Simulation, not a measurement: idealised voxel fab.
A process module follows: voxel self aligned vias.
The figure presents cross-section cut, which has a width of 225 nm and is divided into square cells with an edge length of 5 nm.
Cross-sections here: square-cell grids, written as top-down lists of bands, a band being one or more rows of cells.
Heights first: top, then bottom, in nm. Then materials, left to right, each with a width in nm. "everywhere" on a single material: fills the band edge to edge. "air": empty space.
Note: height 0 marks the level under which the wafer is uniformly one material as received. Lowest band unbounded below, written "0 down".
Note: "30 to 40" means the width goes from the first number (top row of the band) to the second number (bottom row) in equal steps per row of cells.
The cross-section has no changed cell in any step marked "same as before".
Closed-off voids of 8+ cells (no open route to the top) go in "Closed internal cavities", written width x height at distance from the left edge, in nm.
Where a step's line continues beyond its settings, the continuation is a remark by the simulator itself on that step.
"overlay nm" denotes, for a step that has a mask, the displacement of the mask to the right of its planned place, with negative values corresponding to the left.
[This section lists the process steps that were planned]
1. op RECEIVE | material Si
2. op CONFORMAL_DEP | material SiO2 | thk nm 15
3. op CONFORMAL_DEP | material SiCN | thk nm 5
4. op DIRECTIONAL_DEP | material lowk | thk nm 25
5. op DIRECTIONAL_DEP | material aC | thk nm 10
6. op PATTERN | tone open | mask id LINES | material resist | width nm 15 | pitch nm 65 | thk nm 25 | overlay nm 0
7. op DIRECTIONAL_ETCH | etch materials aC | depth nm 10
8. op STRIP | etch materials resist
9. op DIRECTIONAL_ETCH | etch materials lowk | depth nm 25
10. op STRIP | etch materials aC
11. op CONFORMAL_DEP | material TiN | thk nm 5
12. op FILL_DEP | material Ru | thk nm 10
13. op CMP | height nm 45
14. op SELECTIVE_ETCH | etch materials W Ru TiN | depth nm 5
15. op FILL_DEP | material SiN | thk nm 10
16. op CMP | height nm 45
17. op DIRECTIONAL_DEP | material lowk | thk nm 15
18. op DIRECTIONAL_DEP | material aC | thk nm 15
19. op PATTERN | tone open | mask id VIAS | material resist | width nm 40 | pitch nm 130 | thk nm 30 | overlay nm 0
20. op DIRECTIONAL_ETCH | etch materials aC | depth nm 15
21. op STRIP | etch materials resist
22. op DIRECTIONAL_ETCH | etch materials lowk | depth nm 15
23. op DIRECTIONAL_ETCH | etch materials SiN | depth nm 5
24. op STRIP | etch materials aC
25. op CONFORMAL_DEP | material TiN | thk nm 5
26. op FILL_DEP | material Cu | thk nm 5
27. op CMP | height nm 60
28. op CONFORMAL_DEP | material SiN | thk nm 5
Wafers differ in width nm at step 6; plan lists the first wafer's value; identical starting state.
[As-received cross-section, first of several wafers, post step 1]
    0 down | Si everywhere
    Closed internal cavities: none
[Cross-section after step 28, the final step of the module, for the first of several wafers]
    65 to 60 | SiN everywhere
    60 to 50 | 25 lowk  5 TiN  30 Cu  5 TiN  90 lowk  5 TiN  30 Cu  5 TiN  30 lowk
    50 to 45 | 25 lowk  20 TiN  5 Cu  15 TiN  90 lowk  20 TiN  5 Cu  15 TiN  30 lowk
    45 to 40 | 40 lowk  15 TiN  50 lowk  15 SiN  50 lowk  15 TiN  40 lowk
    40 to 25 | 40 lowk  5 TiN  5 Ru  5 TiN  50 lowk  5 TiN  5 Ru  5 TiN  50 lowk  5 TiN  5 Ru  5 TiN  40 lowk
    25 to 20 | 40 lowk  15 TiN  50 lowk  15 TiN  50 lowk  15 TiN  40 lowk
    20 to 15 | SiCN everywhere
    15 to 0 | SiO2 everywhere
    0 down | Si everywhere
    Closed internal cavities: none
[Last-wafer cross-section at the end of the module]
    65 to 60 | SiN everywhere
    60 to 50 | 25 lowk  5 TiN  30 Cu  5 TiN  90 lowk  5 TiN  30 Cu  5 TiN  30 lowk
    50 to 45 | 25 lowk  10 TiN  25 Cu  5 TiN  90 lowk  10 TiN  25 Cu  5 TiN  30 lowk
    45 to 40 | 30 lowk  35 TiN  30 lowk  35 SiN  30 lowk  35 TiN  30 lowk
    40 to 25 | 30 lowk  5 TiN  25 Ru  5 TiN  30 lowk  5 TiN  25 Ru  5 TiN  30 lowk  5 TiN  25 Ru  5 TiN  30 lowk
    25 to 20 | 30 lowk  35 TiN  30 lowk  35 TiN  30 lowk  35 TiN  30 lowk
    20 to 15 | SiCN everywhere
    15 to 0 | SiO2 everywhere
    0 down | Si everywhere
    Closed internal cavities: none
[Row per wafer, end-of-module: cell gain (+)/loss (-) by material since the wafer came in, then closed voids]
width nm 15, +26 Cu, +9 Ru, +45 SiCN, +48 SiN, +135 SiO2, +55 TiN, +267 lowk, Closed internal cavities: none
width nm 20, +28 Cu, +18 Ru, +45 SiCN, +49 SiN, +135 SiO2, +58 TiN, +252 lowk, Closed internal cavities: none
width nm 25, +30 Cu, +27 Ru, +45 SiCN, +50 SiN, +135 SiO2, +61 TiN, +237 lowk, Closed internal cavities: none
width nm 30, +32 Cu, +36 Ru, +45 SiCN, +51 SiN, +135 SiO2, +64 TiN, +222 lowk, Closed internal cavities: none
width nm 35, +34 Cu, +45 Ru, +45 SiCN, +52 SiN, +135 SiO2, +67 TiN, +207 lowk, Closed internal cavities: none
